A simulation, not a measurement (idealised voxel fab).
A process module follows: voxel spacer lines.
Shown is cross-section cut, with a width of 150 nm and square cells of size 5 nm.
In what follows, cross-sections appear as grids of square cells, described through bands that run from the top down, where every band is one or more rows of cells.
Heights first: top, then bottom, in nm. Then materials, left to right, each with a width in nm. "everywhere" on a single material: fills the band edge to edge. "blank": empty space.
Basically, 0 is our baseline, since under it the wafer straight out of the box is all one material. The bottom band has no lower end and keeps on going down, so it looks like "0 -> down".
Top row gets the first number, bottom row gets the second, and each row in between changes by the same step: that is how a band width like "30..40" works.
The designation "no modifications", where it is given for a processing step, indicates that no cell of the cross-section was altered in the course of that step.
Enclosed voids (no open way to top), threshold 8 cells or more, entry "Enclosed empty spaces", notation width x height at distance, distance from left edge, nm.
Heads up: the bit after the settings on a step's line is the simulator's remark on that step.
On any step carrying a mask, the "overlay nm" setting, if present on the step's line, tells how far right of its planned place the mask lay; negative values point to the left.
Set out below are the planned steps of the process:
step 1: RECEIVE | material Si
step 2: CONFORMAL_DEP | material Al2O3 | thk nm 5
step 3: DIRECTIONAL_DEP | material W | thk nm 10
step 4: DIRECTIONAL_DEP | material polySi | thk nm 20
step 5: PATTERN | tone cover | mask id MANDREL | material resist | width nm 15 | pitch nm 50 | thk nm 25 | overlay nm 0
step 6: DIRECTIONAL_ETCH | etch materials polySi | depth nm 20
step 7: STRIP | etch materials resist
step 8: CONFORMAL_DEP | material SiN | thk nm 10
step 9: DIRECTIONAL_ETCH | etch materials SiN | depth nm 10
step 10: STRIP | etch materials polySi
step 11: DIRECTIONAL_ETCH | etch materials W | depth nm 10
step 12: STRIP | etch materials SiN
step 13: FILL_DEP | material SiO2 | thk nm 5
step 14: CMP | height nm 15
Split variable: width nm, step 5. Plan value = first wafer. Wafers start alike.
Cross-section of the first of several received wafers, showing its state after step 1:
  0 -> down: Si everywhere
  Enclosed empty spaces: none
Module end state after final step 14: cross-section of the first of several wafers:
  15 -> 5: SiO2 30 | W 10 | SiO2 15 | W 10 | SiO2 15 | W 10 | SiO2 15 | W 10 | SiO2 35
  5 -> 0: Al2O3 everywhere
  0 -> down: Si everywhere
  Enclosed empty spaces: none
Wafer cross-section (last wafer, module end):
  15 -> 5: SiO2 25 | W 10 | SiO2 30 | W 20 | SiO2 30 | W 10 | SiO2 25
  5 -> 0: Al2O3 everywhere
  0 -> down: Si everywhere
  Enclosed empty spaces: none
Tabulated below, wafer by wafer, are the end-of-module results: for each material, the number of cells gained (+) or lost (-) relative to the as-received state, followed by the closed voids:
width nm 15; +30 Al2O3; +44 SiO2; +16 W; Enclosed empty spaces: none
width nm 20; +30 Al2O3; +44 SiO2; +16 W; Enclosed empty spaces: none
width nm 25; +30 Al2O3; +44 SiO2; +16 W; Enclosed empty spaces: none
width nm 30; +30 Al2O3; +44 SiO2; +16 W; Enclosed empty spaces: none
